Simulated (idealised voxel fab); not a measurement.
Module name: voxel fin reveal (process module)
The cross-section shown here is cut; it is 285 nm wide and divided into square cells measuring 5 nm on a side.
Just so we're on the same page, the cross-sections are grids of square cells, and they're listed out in bands top to bottom, each band one or more rows deep.
Quick guide to a band line: top height, bottom height (nm) up front; then every material left to right with its width in nm. Only one material and it's marked "full width"? Then it fills the band edge to edge. And "blank" just means empty space.
Beneath 0, the wafer as received is one material, and that level is where height counting begins. The lowest band goes on downward without a bottom; it is written like "z 0 and below".
So if you see something like "30->40" for the width, read it as the top row of the band sitting at the first number and the bottom row at the second, with every row in between moving by the same amount as the last.
Step note "identical to before" = no cross-section cell changed.
Closed empty spaces (no open way to the top) of 8 cells or more are what "Catalogued sealed voids" lists, each as width x height at distance from the left edge, nm for all three.
Formally, on a step line, whatever follows the settings is a remark that the simulator itself makes on the step.
A step's line can hold "overlay nm"; with a mask on that step, the setting says how far right of the planned place the mask lay, while a negative setting says it lay to the left.

## Set out below are the planned steps of the process
1: RECEIVE, material Si
2: CONFORMAL_DEP, material SiN, thk nm 10
3: DIRECTIONAL_DEP, material aC, thk nm 15
4: PATTERN, tone cover, mask id FINS, material resist, width nm 15, pitch nm 45, thk nm 35, overlay nm 0
5: DIRECTIONAL_ETCH, etch materials aC, depth nm 15
6: STRIP, etch materials resist
7: DIRECTIONAL_ETCH, etch materials SiN, depth nm 10
8: DIRECTIONAL_ETCH, etch materials Si, depth nm 35
9: STRIP, etch materials aC
10: FILL_DEP, material SiO2, thk nm 10
11: CMP, height nm 10
12: SELECTIVE_ETCH, etch materials SiO2, depth nm 35
13: STRIP, etch materials SiN
14: CONFORMAL_DEP, material HfO2, thk nm 5

## Cross-section of the wafer as it came to us, i.e., already through step 1
    z 0 and below = Si full width
    Catalogued sealed voids: none

## End-of-module cross-section of the first of two wafers, processed as planned
    z 5 to 0 = blank: 85; HfO2: 25; blank: 20; HfO2: 25; blank: 20; HfO2: 25; blank: 85
    z 0 to -20 = blank: 85; HfO2: 5; Si: 15; HfO2: 5; blank: 20; HfO2: 5; Si: 15; HfO2: 5; blank: 20; HfO2: 5; Si: 15; HfO2: 5; blank: 85
    z -20 to -25 = HfO2: 90; Si: 15; HfO2: 30; Si: 15; HfO2: 30; Si: 15; HfO2: 90
    z -25 to -35 = SiO2: 90; Si: 15; SiO2: 30; Si: 15; SiO2: 30; Si: 15; SiO2: 90
    z -35 and below = Si full width
    Catalogued sealed voids: none

## Wafer two cross-section, module end. Start and plan unchanged from wafer one; one mistake made during the run
    z 5 to 0 = blank: 85; HfO2: 30; blank: 15; HfO2: 30; blank: 15; HfO2: 30; blank: 80
    z 0 to -20 = blank: 85; HfO2: 5; Si: 20; HfO2: 5; blank: 15; HfO2: 5; Si: 20; HfO2: 5; blank: 15; HfO2: 5; Si: 20; HfO2: 5; blank: 80
    z -20 to -25 = HfO2: 90; Si: 20; HfO2: 25; Si: 20; HfO2: 25; Si: 20; HfO2: 85
    z -25 to -35 = SiO2: 90; Si: 20; SiO2: 25; Si: 20; SiO2: 25; Si: 20; SiO2: 85
    z -35 and below = Si full width
    Catalogued sealed voids: none
What was the processing mistake? off-plan run, step 4, actual operation and settings PATTERN, tone cover, mask id FINS, material resist, width nm 20, pitch nm 45, thk nm 35, overlay nm 0
Per the end-of-run cell counts, the second wafer holds more or fewer of some materials than the first: Si +21 | SiO2 -6
